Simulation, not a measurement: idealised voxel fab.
process module | voxel transistor to metal
Section shown: cut. Width: 290 nm. Cell size: 5 nm, square.
Notation: cross-section as square-cell grid; stated in bands, top first, going down; one or more cell rows per band. Band: top and bottom heights (nm) first, top before bottom; then materials from left to right, widths in nm. "everywhere" marks a sole material filling the band edge to edge. "blank" denotes empty space. Heights are expressed relative to 0, this being the level below which the as-received wafer comprises one material exclusively. The lowest band is unbounded in the downward direction and is denoted as in "0 nm and below". Quick explanation for "30->40": the width changes in equal steps down the rows of cells, from the first number in the band's top row to the second number in its bottom row. Where the words "nothing got changed" appear for a step, the cross-section shows no cell changed by that step; every cell remained as before. The list in "Enclosed internal voids" covers empty spaces of 8 cells or more that cannot reach the top through any open way, and it gives each as width x height at distance; the distance is from the left edge, and width, height and distance are in nm. Text after the settings on a step's line: the simulator's own remark on that step. "overlay nm", when on a step's line for a step with a mask, measures how far to the right of its planned place the mask lay; a negative measure means to the left. Guide to the pairs. Each holds a before and an after cross-section around one process step; the after cross-section is cut off at the lowest band that changed. Look under the pair for the step between them and its settings. Pairs can come from different runs of this module on the same starting wafer, so a pair follows on from the one above it only where its entry headed "Before the process" says it does.

**Before the process**
0 nm and below: Si everywhere
Enclosed internal voids: none

**Post-Step Section View**
0 nm to -5 nm: SiO2 everywhere
Everything below -5 is unchanged.
Enclosed internal voids: none
The step that takes the structure from the upper cross-section to the lower one is OXIDIZE [depth nm 5]

Before the process: starting point is the after cross-section of the pair just above.

**Post-Step Section View**
10 nm to 0 nm: SiN everywhere
Everything below 0 is unchanged.
Enclosed internal voids: none
The step that takes the structure from the upper cross-section to the lower one is CONFORMAL_DEP [material SiN] [thk nm 10]

Before the process: starting point is the after cross-section of the pair just above.

**Post-Step Section View**
30 nm to 10 nm: 40 nm blank; 95 nm resist; 20 nm blank; 95 nm resist; 40 nm blank
Everything below 10 is unchanged.
Enclosed internal voids: none
The step that takes the structure from the upper cross-section to the lower one is PATTERN [tone cover] [mask id ACTIVE] [material resist] [width nm 95] [pitch nm 115] [thk nm 20] [overlay nm 0]

Before the process: starting point is the after cross-section of the pair just above.

**Post-Step Section View**
30 nm to 10 nm: 40 nm blank; 95 nm resist; 20 nm blank; 95 nm resist; 40 nm blank
10 nm to 0 nm: 40 nm blank; 95 nm SiN; 20 nm blank; 95 nm SiN; 40 nm blank
Everything below 0 is unchanged.
Enclosed internal voids: none
The step that takes the structure from the upper cross-section to the lower one is DIRECTIONAL_ETCH [etch materials SiN] [depth nm 10]

Before the process: starting point is the after cross-section of the pair just above.

**Post-Step Section View**
30 nm to 10 nm: 40 nm blank; 95 nm resist; 20 nm blank; 95 nm resist; 40 nm blank
10 nm to 0 nm: 40 nm blank; 95 nm SiN; 20 nm blank; 95 nm SiN; 40 nm blank
0 nm to -5 nm: 40 nm blank; 95 nm SiO2; 20 nm blank; 95 nm SiO2; 40 nm blank
Everything below -5 is unchanged.
Enclosed internal voids: none
The step that takes the structure from the upper cross-section to the lower one is DIRECTIONAL_ETCH [etch materials SiO2] [depth nm 5]

Before the process: starting point is the after cross-section of the pair just above.

**Post-Step Section View**
30 nm to 10 nm: 40 nm blank; 95 nm resist; 20 nm blank; 95 nm resist; 40 nm blank
10 nm to 0 nm: 40 nm blank; 95 nm SiN; 20 nm blank; 95 nm SiN; 40 nm blank
0 nm to -5 nm: 40 nm blank; 95 nm SiO2; 20 nm blank; 95 nm SiO2; 40 nm blank
-5 nm to -40 nm: 40 nm blank; 95 nm Si; 20 nm blank; 95 nm Si; 40 nm blank
Everything below -40 is unchanged.
Enclosed internal voids: none
The step that takes the structure from the upper cross-section to the lower one is DIRECTIONAL_ETCH [etch materials Si] [depth nm 35]

Before the process: starting point is the after cross-section of the pair just above.

**Post-Step Section View**
10 nm to 0 nm: 40 nm blank; 95 nm SiN; 20 nm blank; 95 nm SiN; 40 nm blank
Everything below 0 is unchanged.
Enclosed internal voids: none
The step that takes the structure from the upper cross-section to the lower one is STRIP [etch materials resist]

Before the process: starting point is the after cross-section of the pair just above.

**Post-Step Section View**
20 nm to 10 nm: SiO2 everywhere
10 nm to 0 nm: 40 nm SiO2; 95 nm SiN; 20 nm SiO2; 95 nm SiN; 40 nm SiO2
0 nm to -5 nm: SiO2 everywhere
-5 nm to -40 nm: 40 nm SiO2; 95 nm Si; 20 nm SiO2; 95 nm Si; 40 nm SiO2
Everything below -40 is unchanged.
Enclosed internal voids: none
The step that takes the structure from the upper cross-section to the lower one is FILL_DEP [material SiO2] [thk nm 10]

Before the process: starting point is the after cross-section of the pair just above.

**Post-Step Section View**
10 nm to 0 nm: 40 nm SiO2; 95 nm SiN; 20 nm SiO2; 95 nm SiN; 40 nm SiO2
Everything below 0 is unchanged.
Enclosed internal voids: none
The step that takes the structure from the upper cross-section to the lower one is CMP [height nm 10]

Before the process: starting point is the after cross-section of the pair just above.

**Post-Step Section View**
10 nm to 0 nm: 40 nm blank; 95 nm SiN; 20 nm blank; 95 nm SiN; 40 nm blank
Everything below 0 is unchanged.
Enclosed internal voids: none
The step that takes the structure from the upper cross-section to the lower one is SELECTIVE_ETCH [etch materials SiO2] [depth nm 10]

Before the process: starting point is the after cross-section of the pair just above.

**Post-Step Section View**
0 nm to -5 nm: SiO2 everywhere
Everything below -5 is unchanged.
Enclosed internal voids: none
The step that takes the structure from the upper cross-section to the lower one is STRIP [etch materials SiN]

Before the process: starting point is the after cross-section of the pair just above.

**Post-Step Section View**
-5 nm to -40 nm: 40 nm SiO2; 95 nm Si; 20 nm SiO2; 95 nm Si; 40 nm SiO2
Everything below -40 is unchanged.
Enclosed internal voids: none
The step that takes the structure from the upper cross-section to the lower one is SELECTIVE_ETCH [etch materials SiO2] [depth nm 5]

Before the process: starting point is the after cross-section of the pair just above.

**Post-Step Section View**
-5 nm to -10 nm: SiO2 everywhere
Everything below -10 is unchanged.
Enclosed internal voids: none
The step that takes the structure from the upper cross-section to the lower one is OXIDIZE [depth nm 5]

Before the process: starting point is the after cross-section of the pair just above.

**Post-Step Section View**
25 nm to -5 nm: polySi everywhere
Everything below -5 is unchanged.
Enclosed internal voids: none
The step that takes the structure from the upper cross-section to the lower one is DIRECTIONAL_DEP [material polySi] [thk nm 30]

Before the process: starting point is the after cross-section of the pair just above.

**Post-Step Section View**
35 nm to 25 nm: SiCN everywhere
Everything below 25 is unchanged.
Enclosed internal voids: none
The step that takes the structure from the upper cross-section to the lower one is DIRECTIONAL_DEP [material SiCN] [thk nm 10]

Before the process: starting point is the after cross-section of the pair just above.

**Post-Step Section View**
50 nm to 35 nm: aC everywhere
Everything below 35 is unchanged.
Enclosed internal voids: none
The step that takes the structure from the upper cross-section to the lower one is DIRECTIONAL_DEP [material aC] [thk nm 15]

Before the process: starting point is the after cross-section of the pair just above.

**Post-Step Section View**
85 nm to 50 nm: 75 nm blank; 25 nm resist; 90 nm blank; 25 nm resist; 75 nm blank
Everything below 50 is unchanged.
Enclosed internal voids: none
The step that takes the structure from the upper cross-section to the lower one is PATTERN [tone cover] [mask id GATE] [material resist] [width nm 25] [pitch nm 115] [thk nm 35] [overlay nm 0]

Before the process: starting point is the after cross-section of the pair just above.

**Post-Step Section View**
70 nm to 50 nm: 75 nm blank; 25 nm resist; 90 nm blank; 25 nm resist; 75 nm blank
50 nm to 35 nm: 75 nm blank; 25 nm aC; 90 nm blank; 25 nm aC; 75 nm blank
Everything below 35 is unchanged.
Enclosed internal voids: none
The step that takes the structure from the upper cross-section to the lower one is DIRECTIONAL_ETCH [etch materials aC] [depth nm 15]

Before the process: starting point is the after cross-section of the pair just above.

**Post-Step Section View**
50 nm to 35 nm: 75 nm blank; 25 nm aC; 90 nm blank; 25 nm aC; 75 nm blank
Everything below 35 is unchanged.
Enclosed internal voids: none
The step that takes the structure from the upper cross-section to the lower one is STRIP [etch materials resist]

Before the process: starting point is the after cross-section of the pair just above.

**Post-Step Section View**
50 nm to 35 nm: 75 nm blank; 25 nm aC; 90 nm blank; 25 nm aC; 75 nm blank
35 nm to 25 nm: 75 nm blank; 25 nm SiCN; 90 nm blank; 25 nm SiCN; 75 nm blank
Everything below 25 is unchanged.
Enclosed internal voids: none
The step that takes the structure from the upper cross-section to the lower one is DIRECTIONAL_ETCH [etch materials SiCN] [depth nm 20]

Before the process: starting point is the after cross-section of the pair just above.

**Post-Step Section View**
50 nm to 35 nm: 75 nm blank; 25 nm aC; 90 nm blank; 25 nm aC; 75 nm blank
35 nm to 25 nm: 75 nm blank; 25 nm SiCN; 90 nm blank; 25 nm SiCN; 75 nm blank
25 nm to -5 nm: 75 nm blank; 25 nm polySi; 90 nm blank; 25 nm polySi; 75 nm blank
Everything below -5 is unchanged.
Enclosed internal voids: none
The step that takes the structure from the upper cross-section to the lower one is DIRECTIONAL_ETCH [etch materials polySi] [depth nm 40]

Before the process: starting point is the after cross-section of the pair just above.

**Post-Step Section View**
35 nm to 25 nm: 75 nm blank; 25 nm SiCN; 90 nm blank; 25 nm SiCN; 75 nm blank
Everything below 25 is unchanged.
Enclosed internal voids: none
The step that takes the structure from the upper cross-section to the lower one is STRIP [etch materials aC]

Before the process: starting point is the after cross-section of the pair just above.

**Post-Step Section View**
40 nm to 35 nm: 70 nm blank; 35 nm SiO2; 80 nm blank; 35 nm SiO2; 70 nm blank
35 nm to 25 nm: 70 nm blank; 5 nm SiO2; 25 nm SiCN; 5 nm SiO2; 80 nm blank; 5 nm SiO2; 25 nm SiCN; 5 nm SiO2; 70 nm blank
25 nm to 0 nm: 70 nm blank; 5 nm SiO2; 25 nm polySi; 5 nm SiO2; 80 nm blank; 5 nm SiO2; 25 nm polySi; 5 nm SiO2; 70 nm blank
0 nm to -5 nm: 75 nm SiO2; 25 nm polySi; 90 nm SiO2; 25 nm polySi; 75 nm SiO2
Everything below -5 is unchanged.
Enclosed internal voids: none
The step that takes the structure from the upper cross-section to the lower one is CONFORMAL_DEP [material SiO2] [thk nm 5]

Before the process: starting point is the after cross-section of the pair just above.

**Post-Step Section View**
35 nm to 25 nm: 70 nm blank; 5 nm SiO2; 25 nm SiCN; 5 nm SiO2; 80 nm blank; 5 nm SiO2; 25 nm SiCN; 5 nm SiO2; 70 nm blank
25 nm to -5 nm: 70 nm blank; 5 nm SiO2; 25 nm polySi; 5 nm SiO2; 80 nm blank; 5 nm SiO2; 25 nm polySi; 5 nm SiO2; 70 nm blank
Everything below -5 is unchanged.
Enclosed internal voids: none
The step that takes the structure from the upper cross-section to the lower one is DIRECTIONAL_ETCH [etch materials SiO2] [depth nm 5]

Before the process: starting point is the after cross-section of the pair just above.

**Post-Step Section View**
45 nm to 35 nm: 60 nm blank; 55 nm SiN; 60 nm blank; 55 nm SiN; 60 nm blank
35 nm to 25 nm: 60 nm blank; 10 nm SiN; 5 nm SiO2; 25 nm SiCN; 5 nm SiO2; 10 nm SiN; 60 nm blank; 10 nm SiN; 5 nm SiO2; 25 nm SiCN; 5 nm SiO2; 10 nm SiN; 60 nm blank
25 nm to 5 nm: 60 nm blank; 10 nm SiN; 5 nm SiO2; 25 nm polySi; 5 nm SiO2; 10 nm SiN; 60 nm blank; 10 nm SiN; 5 nm SiO2; 25 nm polySi; 5 nm SiO2; 10 nm SiN; 60 nm blank
5 nm to -5 nm: 70 nm SiN; 5 nm SiO2; 25 nm polySi; 5 nm SiO2; 80 nm SiN; 5 nm SiO2; 25 nm polySi; 5 nm SiO2; 70 nm SiN
Everything below -5 is unchanged.
Enclosed internal voids: none
The step that takes the structure from the upper cross-section to the lower one is CONFORMAL_DEP [material SiN] [thk nm 10]

Before the process: starting point is the after cross-section of the pair just above.

**Post-Step Section View**
35 nm to 25 nm: 60 nm blank; 10 nm SiN; 5 nm SiO2; 25 nm SiCN; 5 nm SiO2; 10 nm SiN; 60 nm blank; 10 nm SiN; 5 nm SiO2; 25 nm SiCN; 5 nm SiO2; 10 nm SiN; 60 nm blank
25 nm to -5 nm: 60 nm blank; 10 nm SiN; 5 nm SiO2; 25 nm polySi; 5 nm SiO2; 10 nm SiN; 60 nm blank; 10 nm SiN; 5 nm SiO2; 25 nm polySi; 5 nm SiO2; 10 nm SiN; 60 nm blank
Everything below -5 is unchanged.
Enclosed internal voids: none
The step that takes the structure from the upper cross-section to the lower one is DIRECTIONAL_ETCH [etch materials SiN] [depth nm 10]

Before the process: starting point is the after cross-section of the pair just above.

**Post-Step Section View**
35 nm to 30 nm: 60 nm blank; 10 nm SiN; 5 nm blank; 25 nm SiCN; 5 nm blank; 10 nm SiN; 60 nm blank; 10 nm SiN; 5 nm blank; 25 nm SiCN; 5 nm blank; 10 nm SiN; 60 nm blank
30 nm to 25 nm: 60 nm blank; 10 nm SiN; 5 nm SiO2; 25 nm SiCN; 5 nm SiO2; 10 nm SiN; 60 nm blank; 10 nm SiN; 5 nm SiO2; 25 nm SiCN; 5 nm SiO2; 10 nm SiN; 60 nm blank
25 nm to -5 nm: 60 nm blank; 10 nm SiN; 5 nm SiO2; 25 nm polySi; 5 nm SiO2; 10 nm SiN; 60 nm blank; 10 nm SiN; 5 nm SiO2; 25 nm polySi; 5 nm SiO2; 10 nm SiN; 60 nm blank
-5 nm to -10 nm: 60 nm blank; 55 nm SiO2; 60 nm blank; 55 nm SiO2; 60 nm blank
Everything below -10 is unchanged.
Enclosed internal voids: none
The step that takes the structure from the upper cross-section to the lower one is DIRECTIONAL_ETCH [etch materials SiO2] [depth nm 5]

Before the process: starting point is the after cross-section of the pair just above.

**Post-Step Section View**
35 nm to 30 nm: 60 nm blank; 10 nm SiN; 5 nm blank; 25 nm SiCN; 5 nm blank; 10 nm SiN; 60 nm blank; 10 nm SiN; 5 nm blank; 25 nm SiCN; 5 nm blank; 10 nm SiN; 60 nm blank
30 nm to 25 nm: 60 nm blank; 10 nm SiN; 5 nm SiO2; 25 nm SiCN; 5 nm SiO2; 10 nm SiN; 60 nm blank; 10 nm SiN; 5 nm SiO2; 25 nm SiCN; 5 nm SiO2; 10 nm SiN; 60 nm blank
25 nm to -5 nm: 60 nm blank; 10 nm SiN; 5 nm SiO2; 25 nm polySi; 5 nm SiO2; 10 nm SiN; 60 nm blank; 10 nm SiN; 5 nm SiO2; 25 nm polySi; 5 nm SiO2; 10 nm SiN; 60 nm blank
-5 nm to -10 nm: 60 nm blank; 55 nm SiO2; 60 nm blank; 55 nm SiO2; 60 nm blank
-10 nm to -25 nm: 40 nm SiO2; 20 nm blank; 55 nm Si; 20 nm blank; 20 nm SiO2; 20 nm blank; 55 nm Si; 20 nm blank; 40 nm SiO2
Everything below -25 is unchanged.
Enclosed internal voids: none
The step that takes the structure from the upper cross-section to the lower one is DIRECTIONAL_ETCH [etch materials Si] [depth nm 15]

Before the process: starting point is the after cross-section of the pair just above.

**Post-Step Section View**
35 nm to 30 nm: 60 nm blank; 10 nm SiN; 5 nm blank; 25 nm SiCN; 5 nm blank; 10 nm SiN; 60 nm blank; 10 nm SiN; 5 nm blank; 25 nm SiCN; 5 nm blank; 10 nm SiN; 60 nm blank
30 nm to 25 nm: 60 nm blank; 10 nm SiN; 5 nm SiO2; 25 nm SiCN; 5 nm SiO2; 10 nm SiN; 60 nm blank; 10 nm SiN; 5 nm SiO2; 25 nm SiCN; 5 nm SiO2; 10 nm SiN; 60 nm blank
25 nm to 10 nm: 60 nm blank; 10 nm SiN; 5 nm SiO2; 25 nm polySi; 5 nm SiO2; 10 nm SiN; 60 nm blank; 10 nm SiN; 5 nm SiO2; 25 nm polySi; 5 nm SiO2; 10 nm SiN; 60 nm blank
10 nm to -5 nm: 40 nm blank; 20 nm nSi; 10 nm SiN; 5 nm SiO2; 25 nm polySi; 5 nm SiO2; 10 nm SiN; 20 nm nSi; 20 nm blank; 20 nm nSi; 10 nm SiN; 5 nm SiO2; 25 nm polySi; 5 nm SiO2; 10 nm SiN; 20 nm nSi; 40 nm blank
-5 nm to -10 nm: 35 nm blank; 25 nm nSi; 55 nm SiO2; 25 nm nSi; 10 nm blank; 25 nm nSi; 55 nm SiO2; 25 nm nSi; 35 nm blank
-10 nm to -25 nm: 40 nm SiO2; 20 nm nSi; 55 nm Si; 20 nm nSi; 20 nm SiO2; 20 nm nSi; 55 nm Si; 20 nm nSi; 40 nm SiO2
Everything below -25 is unchanged.
Enclosed internal voids: none
The step that takes the structure from the upper cross-section to the lower one is EPI [material nSi] [thk nm 20]

Before the process: starting point is the after cross-section of the pair just above.

**Post-Step Section View**
45 nm to 35 nm: SiO2 everywhere
35 nm to 25 nm: 60 nm SiO2; 10 nm SiN; 5 nm SiO2; 25 nm SiCN; 5 nm SiO2; 10 nm SiN; 60 nm SiO2; 10 nm SiN; 5 nm SiO2; 25 nm SiCN; 5 nm SiO2; 10 nm SiN; 60 nm SiO2
25 nm to 10 nm: 60 nm SiO2; 10 nm SiN; 5 nm SiO2; 25 nm polySi; 5 nm SiO2; 10 nm SiN; 60 nm SiO2; 10 nm SiN; 5 nm SiO2; 25 nm polySi; 5 nm SiO2; 10 nm SiN; 60 nm SiO2
10 nm to -5 nm: 40 nm SiO2; 20 nm nSi; 10 nm SiN; 5 nm SiO2; 25 nm polySi; 5 nm SiO2; 10 nm SiN; 20 nm nSi; 20 nm SiO2; 20 nm nSi; 10 nm SiN; 5 nm SiO2; 25 nm polySi; 5 nm SiO2; 10 nm SiN; 20 nm nSi; 40 nm SiO2
-5 nm to -10 nm: 35 nm SiO2; 25 nm nSi; 55 nm SiO2; 25 nm nSi; 10 nm SiO2; 25 nm nSi; 55 nm SiO2; 25 nm nSi; 35 nm SiO2
Everything below -10 is unchanged.
Enclosed internal voids: none
The step that takes the structure from the upper cross-section to the lower one is FILL_DEP [material SiO2] [thk nm 10]

Before the process: starting point is the after cross-section of the pair just above.

**Post-Step Section View**
25 nm to 10 nm: 60 nm SiO2; 10 nm SiN; 5 nm SiO2; 25 nm polySi; 5 nm SiO2; 10 nm SiN; 60 nm SiO2; 10 nm SiN; 5 nm SiO2; 25 nm polySi; 5 nm SiO2; 10 nm SiN; 60 nm SiO2
Everything below 10 is unchanged.
Enclosed internal voids: none
The step that takes the structure from the upper cross-section to the lower one is CMP [height nm 25]

Before the process: starting point is the after cross-section of the pair just above.

**Post-Step Section View**
25 nm to 10 nm: 60 nm SiO2; 10 nm SiN; 5 nm SiO2; 25 nm blank; 5 nm SiO2; 10 nm SiN; 60 nm SiO2; 10 nm SiN; 5 nm SiO2; 25 nm blank; 5 nm SiO2; 10 nm SiN; 60 nm SiO2
10 nm to -5 nm: 40 nm SiO2; 20 nm nSi; 10 nm SiN; 5 nm SiO2; 25 nm blank; 5 nm SiO2; 10 nm SiN; 20 nm nSi; 20 nm SiO2; 20 nm nSi; 10 nm SiN; 5 nm SiO2; 25 nm blank; 5 nm SiO2; 10 nm SiN; 20 nm nSi; 40 nm SiO2
Everything below -5 is unchanged.
Enclosed internal voids: none
The step that takes the structure from the upper cross-section to the lower one is STRIP [etch materials polySi]

Before the process: starting point is the after cross-section of the pair just above.

**Post-Step Section View**
25 nm to 20 nm: 60 nm blank; 10 nm SiN; 35 nm blank; 10 nm SiN; 60 nm blank; 10 nm SiN; 35 nm blank; 10 nm SiN; 60 nm blank
20 nm to 10 nm: 60 nm SiO2; 10 nm SiN; 35 nm blank; 10 nm SiN; 60 nm SiO2; 10 nm SiN; 35 nm blank; 10 nm SiN; 60 nm SiO2
10 nm to -5 nm: 40 nm SiO2; 20 nm nSi; 10 nm SiN; 35 nm blank; 10 nm SiN; 20 nm nSi; 20 nm SiO2; 20 nm nSi; 10 nm SiN; 35 nm blank; 10 nm SiN; 20 nm nSi; 40 nm SiO2
-5 nm to -10 nm: 35 nm SiO2; 25 nm nSi; 10 nm SiO2; 35 nm blank; 10 nm SiO2; 25 nm nSi; 10 nm SiO2; 25 nm nSi; 10 nm SiO2; 35 nm blank; 10 nm SiO2; 25 nm nSi; 35 nm SiO2
Everything below -10 is unchanged.
Enclosed internal voids: none
The step that takes the structure from the upper cross-section to the lower one is SELECTIVE_ETCH [etch materials SiO2] [depth nm 5]

Before the process: starting point is the after cross-section of the pair just above.

**Post-Step Section View**
30 nm to 25 nm: 55 nm blank; 20 nm HfO2; 25 nm blank; 20 nm HfO2; 50 nm blank; 20 nm HfO2; 25 nm blank; 20 nm HfO2; 55 nm blank
25 nm to 20 nm: 60 nm HfO2; 10 nm SiN; 5 nm HfO2; 25 nm blank; 5 nm HfO2; 10 nm SiN; 60 nm HfO2; 10 nm SiN; 5 nm HfO2; 25 nm blank; 5 nm HfO2; 10 nm SiN; 60 nm HfO2
20 nm to 10 nm: 60 nm SiO2; 10 nm SiN; 5 nm HfO2; 25 nm blank; 5 nm HfO2; 10 nm SiN; 60 nm SiO2; 10 nm SiN; 5 nm HfO2; 25 nm blank; 5 nm HfO2; 10 nm SiN; 60 nm SiO2
10 nm to -5 nm: 40 nm SiO2; 20 nm nSi; 10 nm SiN; 5 nm HfO2; 25 nm blank; 5 nm HfO2; 10 nm SiN; 20 nm nSi; 20 nm SiO2; 20 nm nSi; 10 nm SiN; 5 nm HfO2; 25 nm blank; 5 nm HfO2; 10 nm SiN; 20 nm nSi; 40 nm SiO2
-5 nm to -10 nm: 35 nm SiO2; 25 nm nSi; 10 nm SiO2; 35 nm HfO2; 10 nm SiO2; 25 nm nSi; 10 nm SiO2; 25 nm nSi; 10 nm SiO2; 35 nm HfO2; 10 nm SiO2; 25 nm nSi; 35 nm SiO2
Everything below -10 is unchanged.
Enclosed internal voids: none
The step that takes the structure from the upper cross-section to the lower one is CONFORMAL_DEP [material HfO2] [thk nm 5]

Before the process: starting point is the after cross-section of the pair just above.

**Post-Step Section View**
35 nm to 30 nm: 50 nm blank; 30 nm TiN; 15 nm blank; 30 nm TiN; 40 nm blank; 30 nm TiN; 15 nm blank; 30 nm TiN; 50 nm blank
30 nm to 25 nm: 55 nm TiN; 20 nm HfO2; 5 nm TiN; 15 nm blank; 5 nm TiN; 20 nm HfO2; 50 nm TiN; 20 nm HfO2; 5 nm TiN; 15 nm blank; 5 nm TiN; 20 nm HfO2; 55 nm TiN
25 nm to 20 nm: 60 nm HfO2; 10 nm SiN; 5 nm HfO2; 5 nm TiN; 15 nm blank; 5 nm TiN; 5 nm HfO2; 10 nm SiN; 60 nm HfO2; 10 nm SiN; 5 nm HfO2; 5 nm TiN; 15 nm blank; 5 nm TiN; 5 nm HfO2; 10 nm SiN; 60 nm HfO2
20 nm to 10 nm: 60 nm SiO2; 10 nm SiN; 5 nm HfO2; 5 nm TiN; 15 nm blank; 5 nm TiN; 5 nm HfO2; 10 nm SiN; 60 nm SiO2; 10 nm SiN; 5 nm HfO2; 5 nm TiN; 15 nm blank; 5 nm TiN; 5 nm HfO2; 10 nm SiN; 60 nm SiO2
10 nm to 0 nm: 40 nm SiO2; 20 nm nSi; 10 nm SiN; 5 nm HfO2; 5 nm TiN; 15 nm blank; 5 nm TiN; 5 nm HfO2; 10 nm SiN; 20 nm nSi; 20 nm SiO2; 20 nm nSi; 10 nm SiN; 5 nm HfO2; 5 nm TiN; 15 nm blank; 5 nm TiN; 5 nm HfO2; 10 nm SiN; 20 nm nSi; 40 nm SiO2
0 nm to -5 nm: 40 nm SiO2; 20 nm nSi; 10 nm SiN; 5 nm HfO2; 25 nm TiN; 5 nm HfO2; 10 nm SiN; 20 nm nSi; 20 nm SiO2; 20 nm nSi; 10 nm SiN; 5 nm HfO2; 25 nm TiN; 5 nm HfO2; 10 nm SiN; 20 nm nSi; 40 nm SiO2
Everything below -5 is unchanged.
Enclosed internal voids: none
The step that takes the structure from the upper cross-section to the lower one is CONFORMAL_DEP [material TiN] [thk nm 5]

Before the process: starting point is the after cross-section of the pair just above.

**Post-Step Section View**
40 nm to 35 nm: W everywhere
35 nm to 30 nm: 50 nm W; 30 nm TiN; 15 nm W; 30 nm TiN; 40 nm W; 30 nm TiN; 15 nm W; 30 nm TiN; 50 nm W
30 nm to 25 nm: 55 nm TiN; 20 nm HfO2; 5 nm TiN; 15 nm W; 5 nm TiN; 20 nm HfO2; 50 nm TiN; 20 nm HfO2; 5 nm TiN; 15 nm W; 5 nm TiN; 20 nm HfO2; 55 nm TiN
25 nm to 20 nm: 60 nm HfO2; 10 nm SiN; 5 nm HfO2; 5 nm TiN; 15 nm W; 5 nm TiN; 5 nm HfO2; 10 nm SiN; 60 nm HfO2; 10 nm SiN; 5 nm HfO2; 5 nm TiN; 15 nm W; 5 nm TiN; 5 nm HfO2; 10 nm SiN; 60 nm HfO2
20 nm to 10 nm: 60 nm SiO2; 10 nm SiN; 5 nm HfO2; 5 nm TiN; 15 nm W; 5 nm TiN; 5 nm HfO2; 10 nm SiN; 60 nm SiO2; 10 nm SiN; 5 nm HfO2; 5 nm TiN; 15 nm W; 5 nm TiN; 5 nm HfO2; 10 nm SiN; 60 nm SiO2
10 nm to 0 nm: 40 nm SiO2; 20 nm nSi; 10 nm SiN; 5 nm HfO2; 5 nm TiN; 15 nm W; 5 nm TiN; 5 nm HfO2; 10 nm SiN; 20 nm nSi; 20 nm SiO2; 20 nm nSi; 10 nm SiN; 5 nm HfO2; 5 nm TiN; 15 nm W; 5 nm TiN; 5 nm HfO2; 10 nm SiN; 20 nm nSi; 40 nm SiO2
Everything below 0 is unchanged.
Enclosed internal voids: none
The step that takes the structure from the upper cross-section to the lower one is FILL_DEP [material W] [thk nm 5]

Before the process: starting point is the after cross-section of the pair just above.

**Post-Step Section View**
20 nm to 10 nm: 60 nm SiO2; 10 nm SiN; 5 nm HfO2; 5 nm TiN; 15 nm W; 5 nm TiN; 5 nm HfO2; 10 nm SiN; 60 nm SiO2; 10 nm SiN; 5 nm HfO2; 5 nm TiN; 15 nm W; 5 nm TiN; 5 nm HfO2; 10 nm SiN; 60 nm SiO2
Everything below 10 is unchanged.
Enclosed internal voids: none
The step that takes the structure from the upper cross-section to the lower one is CMP [height nm 20]

Before the process: starting point is the after cross-section of the pair just above.

**Post-Step Section View**
30 nm to 20 nm: SiO2 everywhere
Everything below 20 is unchanged.
Enclosed internal voids: none
The step that takes the structure from the upper cross-section to the lower one is DIRECTIONAL_DEP [material SiO2] [thk nm 10]

Before the process: starting point is the after cross-section of the pair just above.

**Post-Step Section View**
45 nm to 30 nm: 45 nm resist; 15 nm blank; 55 nm resist; 15 nm blank; 30 nm resist; 15 nm blank; 55 nm resist; 15 nm blank; 45 nm resist
Everything below 30 is unchanged.
Enclosed internal voids: none
The step that takes the structure from the upper cross-section to the lower one is PATTERN [tone open] [mask id CONTACT] [material resist] [width nm 15] [thk nm 15] [overlay nm 0]

Before the process: starting point is the after cross-section of the pair just above.

**Post-Step Section View**
45 nm to 30 nm: 45 nm resist; 15 nm blank; 55 nm resist; 15 nm blank; 30 nm resist; 15 nm blank; 55 nm resist; 15 nm blank; 45 nm resist
30 nm to 20 nm: 45 nm SiO2; 15 nm blank; 55 nm SiO2; 15 nm blank; 30 nm SiO2; 15 nm blank; 55 nm SiO2; 15 nm blank; 45 nm SiO2
20 nm to 10 nm: 45 nm SiO2; 15 nm blank; 10 nm SiN; 5 nm HfO2; 5 nm TiN; 15 nm W; 5 nm TiN; 5 nm HfO2; 10 nm SiN; 15 nm blank; 30 nm SiO2; 15 nm blank; 10 nm SiN; 5 nm HfO2; 5 nm TiN; 15 nm W; 5 nm TiN; 5 nm HfO2; 10 nm SiN; 15 nm blank; 45 nm SiO2
Everything below 10 is unchanged.
Enclosed internal voids: none
The step that takes the structure from the upper cross-section to the lower one is DIRECTIONAL_ETCH [etch materials SiO2] [depth nm 20]

Before the process: starting point is the after cross-section of the pair just above.

**Post-Step Section View**
30 nm to 20 nm: 45 nm SiO2; 15 nm blank; 55 nm SiO2; 15 nm blank; 30 nm SiO2; 15 nm blank; 55 nm SiO2; 15 nm blank; 45 nm SiO2
Everything below 20 is unchanged.
Enclosed internal voids: none
The step that takes the structure from the upper cross-section to the lower one is STRIP [etch materials resist]

Before the process: starting point is the after cross-section of the pair just above.

**Post-Step Section View**
35 nm to 30 nm: 50 nm TiN; 5 nm blank; 65 nm TiN; 5 nm blank; 40 nm TiN; 5 nm blank; 65 nm TiN; 5 nm blank; 50 nm TiN
30 nm to 20 nm: 45 nm SiO2; 5 nm TiN; 5 nm blank; 5 nm TiN; 55 nm SiO2; 5 nm TiN; 5 nm blank; 5 nm TiN; 30 nm SiO2; 5 nm TiN; 5 nm blank; 5 nm TiN; 55 nm SiO2; 5 nm TiN; 5 nm blank; 5 nm TiN; 45 nm SiO2
20 nm to 15 nm: 45 nm SiO2; 5 nm TiN; 5 nm blank; 5 nm TiN; 10 nm SiN; 5 nm HfO2; 5 nm TiN; 15 nm W; 5 nm TiN; 5 nm HfO2; 10 nm SiN; 5 nm TiN; 5 nm blank; 5 nm TiN; 30 nm SiO2; 5 nm TiN; 5 nm blank; 5 nm TiN; 10 nm SiN; 5 nm HfO2; 5 nm TiN; 15 nm W; 5 nm TiN; 5 nm HfO2; 10 nm SiN; 5 nm TiN; 5 nm blank; 5 nm TiN; 45 nm SiO2
15 nm to 10 nm: 45 nm SiO2; 15 nm TiN; 10 nm SiN; 5 nm HfO2; 5 nm TiN; 15 nm W; 5 nm TiN; 5 nm HfO2; 10 nm SiN; 15 nm TiN; 30 nm SiO2; 15 nm TiN; 10 nm SiN; 5 nm HfO2; 5 nm TiN; 15 nm W; 5 nm TiN; 5 nm HfO2; 10 nm SiN; 15 nm TiN; 45 nm SiO2
Everything below 10 is unchanged.
Enclosed internal voids: none
The step that takes the structure from the upper cross-section to the lower one is CONFORMAL_DEP [material TiN] [thk nm 5]
